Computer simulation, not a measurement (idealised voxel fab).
The name of this process module is voxel transistor to metal.
It is cross-section cut that appears here, measuring 180 nm in width, its square cells being 5 nm in size.
Just so we're on the same page, the cross-sections are grids of square cells, and they're listed out in bands top to bottom, each band one or more rows deep. For a band, the entry starts with two heights in nm, that of the top and then that of the bottom, and carries on with the band's materials in order from left to right, each alongside its width in nm; the word "all across" beside a single material means it fills the band edge to edge, and "empty" means empty space. A quick word on heights: they are counted from 0, and under that level the wafer as it came to us is one material throughout. The lowest band is different from the rest in having no bottom; it simply continues downward, written as in "0 down". When a width is written as two numbers, as in "30 to 40", the first number is the width in the top row of cells of the band and the second is the width in its bottom row, and the width changes by the same amount from each row to the next. Reading "everything unchanged" for a step: not a cell of the cross-section changed in it. Any empty space of 8 cells or more lacking an open way to the top shows up in "Enclosed voids" as width x height at distance, distance from the left edge, in nm. On each step's line, the part that comes after the settings is the simulator's own comment on the step. The "overlay nm" setting may appear on a step's line; for a step that uses a mask, it gives how far to the right of its planned position the mask lay, and a negative value indicates the left.
-- Planned process steps
| 1 | RECEIVE, material Si |
| 2 | CONFORMAL_DEP, material SiO2, thk nm 5 |
| 3 | CONFORMAL_DEP, material SiN, thk nm 15 |
| 4 | MASKED_ETCH, tone cover, mask id ACTIVE, width nm 115, etch materials SiN, depth nm 15, overlay nm 0 |
| 5 | MASKED_ETCH, tone cover, mask id ACTIVE, width nm 115, etch materials SiO2, depth nm 5, overlay nm 0 |
| 6 | MASKED_ETCH, tone cover, mask id ACTIVE, width nm 115, etch materials Si, depth nm 25, overlay nm 0 |
| 7 | OXIDIZE, depth nm 5 |
| 8 | FILL_DEP, material SiO2, thk nm 10 |
| 9 | CMP, height nm 20 |
| 10 | SELECTIVE_ETCH, etch materials SiO2, depth nm 15 |
| 11 | STRIP, etch materials SiN |
| 12 | SELECTIVE_ETCH, etch materials SiO2, depth nm 5 |
| 13 | OXIDIZE, depth nm 5 |
| 14 | DIRECTIONAL_DEP, material polySi, thk nm 30 |
| 15 | DIRECTIONAL_DEP, material SiCN, thk nm 15 |
| 16 | PATTERN, tone cover, mask id GATE, material resist, width nm 25, thk nm 15, overlay nm -15 |
| 17 | DIRECTIONAL_ETCH, etch materials SiCN, depth nm 25 |
| 18 | DIRECTIONAL_ETCH, etch materials polySi, depth nm 40 |
| 19 | STRIP, etch materials resist |
| 20 | CONFORMAL_DEP, material SiN, thk nm 10 |
| 21 | DIRECTIONAL_ETCH, etch materials SiN, depth nm 10 |
| 22 | DIRECTIONAL_ETCH, etch materials SiO2, depth nm 5 |
| 23 | DIRECTIONAL_ETCH, etch materials Si, depth nm 10 |
| 24 | EPI, material pSi, thk nm 15 |
| 25 | FILL_DEP, material SiO2, thk nm 10 |
| 26 | CMP, height nm 45 |
| 27 | DIRECTIONAL_DEP, material SiO2, thk nm 15 |
| 28 | DIRECTIONAL_DEP, material aC, thk nm 15 |
| 29 | PATTERN, tone open, mask id CONTACT, material resist, width nm 15, pitch nm 80, thk nm 30, overlay nm 0 |
| 30 | DIRECTIONAL_ETCH, etch materials aC, depth nm 15 |
| 31 | STRIP, etch materials resist |
| 32 | DIRECTIONAL_ETCH, etch materials SiO2, depth nm 60 |
| 33 | STRIP, etch materials aC |
| 34 | CONFORMAL_DEP, material TiN, thk nm 5 |
| 35 | FILL_DEP, material Ru, thk nm 5 |
| 36 | CMP, height nm 60 |
| 37 | CONFORMAL_DEP, material SiN, thk nm 5 |
| 38 | DIRECTIONAL_DEP, material SiO2, thk nm 15 |
| 39 | DIRECTIONAL_DEP, material aC, thk nm 10 |
| 40 | PATTERN, tone open, mask id METAL_1, material resist, width nm 15, pitch nm 80, thk nm 30, overlay nm 0 |
| 41 | DIRECTIONAL_ETCH, etch materials aC, depth nm 10 |
| 42 | STRIP, etch materials resist |
| 43 | DIRECTIONAL_ETCH, etch materials SiO2, depth nm 15 |
| 44 | DIRECTIONAL_ETCH, etch materials SiN, depth nm 5 |
| 45 | STRIP, etch materials aC |
| 46 | CONFORMAL_DEP, material TiN, thk nm 5 |
| 47 | FILL_DEP, material Ru, thk nm 5 |
| 48 | CMP, height nm 80 |
| 49 | CONFORMAL_DEP, material SiCN, thk nm 5 |
| 50 | DIRECTIONAL_DEP, material SiO2, thk nm 30 |
| 51 | DIRECTIONAL_DEP, material aC, thk nm 10 |
| 52 | PATTERN, tone open, mask id METAL_2, material resist, width nm 15, pitch nm 80, thk nm 25, overlay nm 0 |
| 53 | DIRECTIONAL_ETCH, etch materials aC, depth nm 10 |
| 54 | STRIP, etch materials resist |
| 55 | DIRECTIONAL_ETCH, etch materials SiO2, depth nm 20 |
| 56 | STRIP, etch materials aC |
| 57 | MASKED_ETCH, tone open, mask id METAL_2_HOLES, width nm 15, pitch nm 80, etch materials SiO2, depth nm 10, overlay nm 0 |
| 58 | MASKED_ETCH, tone open, mask id METAL_2_HOLES, width nm 15, pitch nm 80, etch materials SiCN, depth nm 5, overlay nm 0 |
| 59 | CONFORMAL_DEP, material TiN, thk nm 5 |
| 60 | FILL_DEP, material Cu, thk nm 10 |
| 61 | CMP, height nm 115 |
| 62 | CONFORMAL_DEP, material SiN, thk nm 5 |
Among the wafers covered here, the point of difference is the overlay nm at step 16; their starting state is shared, and the plan presents the value of the first wafer.
-- So this is the first of several wafers, cross-sectioned as it came to us, meaning it's at the end of step 1
    0 down | Si all across
    Enclosed voids: none
-- First of several wafers: cross-section at the end of the module, after step 62, its last step
    120 to 115 | SiN all across
    115 to 85 | 40 SiO2, then 5 TiN, then 5 Cu, then 5 TiN, then 65 SiO2, then 5 TiN, then 5 Cu, then 5 TiN, then 45 SiO2
    85 to 80 | 40 SiCN, then 15 TiN, then 65 SiCN, then 15 TiN, then 45 SiCN
    80 to 65 | 40 SiO2, then 5 TiN, then 5 Ru, then 5 TiN, then 65 SiO2, then 5 TiN, then 5 Ru, then 5 TiN, then 45 SiO2
    65 to 60 | 40 SiN, then 15 TiN, then 65 SiN, then 15 TiN, then 45 SiN
    60 to 50 | 40 SiO2, then 5 TiN, then 5 Ru, then 5 TiN, then 65 SiO2, then 5 TiN, then 5 Ru, then 5 TiN, then 45 SiO2
    50 to 45 | 40 SiO2, then 15 TiN, then 65 SiO2, then 5 TiN, then 5 Ru, then 5 TiN, then 45 SiO2
    45 to 30 | 40 SiO2, then 10 TiN, then 10 SiN, then 25 SiCN, then 10 SiN, then 25 SiO2, then 5 TiN, then 5 Ru, then 5 TiN, then 45 SiO2
    30 to 10 | 40 SiO2, then 10 TiN, then 10 SiN, then 25 polySi, then 10 SiN, then 25 SiO2, then 5 TiN, then 5 Ru, then 5 TiN, then 45 SiO2
    10 to 5 | 35 SiO2, then 15 pSi, then 10 SiN, then 25 polySi, then 10 SiN, then 15 pSi, then 10 SiO2, then 5 TiN, then 5 Ru, then 5 TiN, then 45 SiO2
    5 to 0 | 35 SiO2, then 15 pSi, then 10 SiN, then 25 polySi, then 10 SiN, then 15 pSi, then 10 SiO2, then 15 TiN, then 45 SiO2
    0 to -5 | 30 SiO2, then 20 pSi, then 45 SiO2, then 50 pSi, then 35 SiO2
    -5 to -15 | 35 SiO2, then 15 pSi, then 45 Si, then 45 pSi, then 40 SiO2
    -15 to -30 | 35 SiO2, then 105 Si, then 40 SiO2
    -30 down | Si all across
    Enclosed voids: none
-- The final wafer, sectioned at module end
    120 to 115 | SiN all across
    115 to 85 | 40 SiO2, then 5 TiN, then 5 Cu, then 5 TiN, then 65 SiO2, then 5 TiN, then 5 Cu, then 5 TiN, then 45 SiO2
    85 to 80 | 40 SiCN, then 15 TiN, then 65 SiCN, then 15 TiN, then 45 SiCN
    80 to 65 | 40 SiO2, then 5 TiN, then 5 Ru, then 5 TiN, then 65 SiO2, then 5 TiN, then 5 Ru, then 5 TiN, then 45 SiO2
    65 to 60 | 40 SiN, then 15 TiN, then 65 SiN, then 15 TiN, then 45 SiN
    60 to 50 | 40 SiO2, then 5 TiN, then 5 Ru, then 5 TiN, then 65 SiO2, then 5 TiN, then 5 Ru, then 5 TiN, then 45 SiO2
    50 to 45 | 40 SiO2, then 5 TiN, then 5 Ru, then 5 TiN, then 65 SiO2, then 15 TiN, then 45 SiO2
    45 to 30 | 40 SiO2, then 5 TiN, then 5 Ru, then 5 TiN, then 25 SiO2, then 10 SiN, then 25 SiCN, then 10 SiN, then 10 TiN, then 45 SiO2
    30 to 10 | 40 SiO2, then 5 TiN, then 5 Ru, then 5 TiN, then 25 SiO2, then 10 SiN, then 25 polySi, then 10 SiN, then 10 TiN, then 45 SiO2
    10 to 5 | 40 SiO2, then 5 TiN, then 5 Ru, then 5 TiN, then 10 SiO2, then 15 pSi, then 10 SiN, then 25 polySi, then 10 SiN, then 15 pSi, then 40 SiO2
    5 to 0 | 40 SiO2, then 15 TiN, then 10 SiO2, then 15 pSi, then 10 SiN, then 25 polySi, then 10 SiN, then 15 pSi, then 40 SiO2
    0 to -5 | 30 SiO2, then 50 pSi, then 45 SiO2, then 20 pSi, then 35 SiO2
    -5 to -15 | 35 SiO2, then 45 pSi, then 45 Si, then 15 pSi, then 40 SiO2
    -15 to -30 | 35 SiO2, then 105 Si, then 40 SiO2
    -30 down | Si all across
    Enclosed voids: none
-- Every row in this table is a wafer at the end of the module, and it gives, for each of the materials, the cells that wafer has gained (+) or lost (-) since it was received, then its closed voids
overlay nm -15 | +12 Cu | +19 Ru | -135 Si | +45 SiCN | +102 SiN | +647 SiO2 | +94 TiN | +50 pSi | +30 polySi | Enclosed voids: none
overlay nm -10 | +12 Cu | +26 Ru | -135 Si | +45 SiCN | +102 SiN | +640 SiO2 | +94 TiN | +50 pSi | +30 polySi | Enclosed voids: none
overlay nm -5 | +12 Cu | +26 Ru | -135 Si | +45 SiCN | +102 SiN | +638 SiO2 | +96 TiN | +50 pSi | +30 polySi | Enclosed voids: none
overlay nm 0 | +12 Cu | +24 Ru | -135 Si | +45 SiCN | +102 SiN | +638 SiO2 | +98 TiN | +50 pSi | +30 polySi | Enclosed voids: none
overlay nm 5 | +12 Cu | +26 Ru | -135 Si | +45 SiCN | +102 SiN | +638 SiO2 | +96 TiN | +50 pSi | +30 polySi | Enclosed voids: none
overlay nm 10 | +12 Cu | +26 Ru | -135 Si | +45 SiCN | +102 SiN | +640 SiO2 | +94 TiN | +50 pSi | +30 polySi | Enclosed voids: none
overlay nm 15 | +12 Cu | +19 Ru | -135 Si | +45 SiCN | +102 SiN | +647 SiO2 | +94 TiN | +50 pSi | +30 polySi | Enclosed voids: none
